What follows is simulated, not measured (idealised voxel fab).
Process module in this document: voxel capacitor over wiring
It is cross-section cut that appears here, measuring 280 nm in width, its square cells being 5 nm in size.
Think of the cross-section as a grid of square cells. We describe it in bands, top to bottom, and each band covers one or more rows of those cells. This entry defines a band. It first specifies the height of the band's top and the height of its bottom in nm, and then specifies the band's materials from left to right, stating each material with its width in nm. The word "full width" identifies a single material that fills the band from edge to edge, while the word "air" identifies empty space. For the purposes of this specification, 0 denotes the height below which the wafer in its as-received condition is composed wholly of one material, and the lowermost band, lacking a lower limit, extends downward without end, as expressed in "0 and below". When a width is written as two numbers, as in "30..40", the first number is the width in the top row of cells of the band and the second is the width in its bottom row, and the width changes by the same amount from each row to the next. Step marked "identical to before"? Then no cell in the cross-section changed in it. The entry titled "Listed closed voids" provides the empty spaces that have no open way to the top, restricted to those of 8 cells or more. Each is presented as width x height at distance, the distance being measured from the left edge, with all three in nm. Anything after a step's settings on that line? It's the simulator's own note about the step. The optional step-line setting "overlay nm" applies to steps with a mask and quantifies how far to the right of its planned location the mask lay, a negative value indicating leftward placement.
### Process steps foreseen in the plan
1) RECEIVE | material Si
2) CONFORMAL_DEP | material SiO2 | thk nm 15
3) DIRECTIONAL_DEP | material TiN | thk nm 5
4) DIRECTIONAL_DEP | material W | thk nm 15
5) DIRECTIONAL_DEP | material aC | thk nm 10
6) PATTERN | tone cover | mask id METAL_1 | material resist | width nm 20 | pitch nm 70 | thk nm 30 | overlay nm 0
7) DIRECTIONAL_ETCH | etch materials aC | depth nm 10
8) STRIP | etch materials resist
9) DIRECTIONAL_ETCH | etch materials W | depth nm 15
10) DIRECTIONAL_ETCH | etch materials TiN | depth nm 5
11) STRIP | etch materials aC
12) FILL_DEP | material SiO2 | thk nm 5
13) CMP | height nm 35
14) CONFORMAL_DEP | material SiCN | thk nm 5
15) DIRECTIONAL_DEP | material SiO2 | thk nm 15
16) MASKED_ETCH | tone open | mask id PLUG_1 | width nm 15 | etch materials SiO2 | depth nm 15 | overlay nm 0
17) MASKED_ETCH | tone open | mask id PLUG_1 | width nm 15 | etch materials SiCN | depth nm 5 | overlay nm 0
18) EPI | material Ru | thk nm 10
19) EPI | material Ru | thk nm 10
20) DIRECTIONAL_DEP | material TiN | thk nm 10
21) DIRECTIONAL_DEP | material SiN | thk nm 5
22) DIRECTIONAL_DEP | material TiN | thk nm 5
23) PATTERN | tone cover | mask id UPPER_PLATE | material resist | width nm 55 | thk nm 20 | overlay nm 0
24) DIRECTIONAL_ETCH | etch materials TiN | depth nm 5
25) DIRECTIONAL_ETCH | etch materials SiN | depth nm 5
26) STRIP | etch materials resist
27) DIRECTIONAL_DEP | material aC | thk nm 10
28) PATTERN | tone cover | mask id LOWER_PLATE | material resist | width nm 65 | thk nm 25 | overlay nm 0
29) DIRECTIONAL_ETCH | etch materials aC | depth nm 10
30) STRIP | etch materials resist
31) DIRECTIONAL_ETCH | etch materials TiN | depth nm 10
32) STRIP | etch materials aC
33) FILL_DEP | material SiO2 | thk nm 20
34) CMP | height nm 90
35) PATTERN | tone open | mask id PLUG_2 | material resist | width nm 15 | thk nm 15 | overlay nm 0
36) DIRECTIONAL_ETCH | etch materials SiO2 | depth nm 15
37) STRIP | etch materials resist
38) CONFORMAL_DEP | material TiN | thk nm 5
39) FILL_DEP | material W | thk nm 10
40) CMP | height nm 90
41) CONFORMAL_DEP | material SiN | thk nm 5
### As received (post step 1): cross-section
	0 and below  Si full width
	Listed closed voids: none
### Cross-section taken at module completion on the first of two wafers; processed per the plan
	95 down to 90  SiN full width
	90 down to 80  110 nm SiO2 | 5 nm TiN | 5 nm W | 5 nm TiN | 155 nm SiO2
	80 down to 70  110..100 nm SiO2 | 15..55 nm TiN | 155..125 nm SiO2
	70 down to 65  100 nm SiO2 | 55 nm SiN | 125 nm SiO2
	65 down to 55  95 nm SiO2 | 65 nm TiN | 120 nm SiO2
	55 down to 40  100 nm SiO2 | 15 nm Ru | 165 nm SiO2
	40 down to 35  100 nm SiCN | 15 nm Ru | 165 nm SiCN
	35 down to 20  95 nm SiO2 | 20 nm W | 50 nm SiO2 | 20 nm W | 95 nm SiO2
	20 down to 15  95 nm SiO2 | 20 nm TiN | 50 nm SiO2 | 20 nm TiN | 95 nm SiO2
	15 down to 0  SiO2 full width
	0 and below  Si full width
	Listed closed voids: none
### Cross-section of the latter of the two wafers at module completion. It had an identical start and an identical plan to the former; in running it, one mistake was made
	95 down to 90  SiN full width
	90 down to 80  110 nm SiO2 | 5 nm TiN | 5 nm W | 5 nm TiN | 155 nm SiO2
	80 down to 70  110..100 nm SiO2 | 15..55 nm TiN | 155..125 nm SiO2
	70 down to 65  100 nm SiO2 | 55 nm SiN | 125 nm SiO2
	65 down to 55  95 nm SiO2 | 65 nm TiN | 120 nm SiO2
	55 down to 40  100 nm SiO2 | 15 nm Ru | 165 nm SiO2
	40 down to 35  100 nm SiCN | 15 nm Ru | 165 nm SiCN
	35 down to 20  100 nm SiO2 | 15 nm W | 55 nm SiO2 | 15 nm W | 95 nm SiO2
	20 down to 15  100 nm SiO2 | 15 nm TiN | 55 nm SiO2 | 15 nm TiN | 95 nm SiO2
	15 down to 0  SiO2 full width
	0 and below  Si full width
	Listed closed voids: none
What went wrong in running the wafer? it should be noted that step 6 was executed with settings other than those planned, the operation and settings actually applied being PATTERN | tone cover | mask id METAL_1 | material resist | width nm 15 | pitch nm 70 | thk nm 30 | overlay nm 0
Final tally in cells, some materials are higher or lower on the second wafer than on the first: SiO2 +8 | TiN -2 | W -6
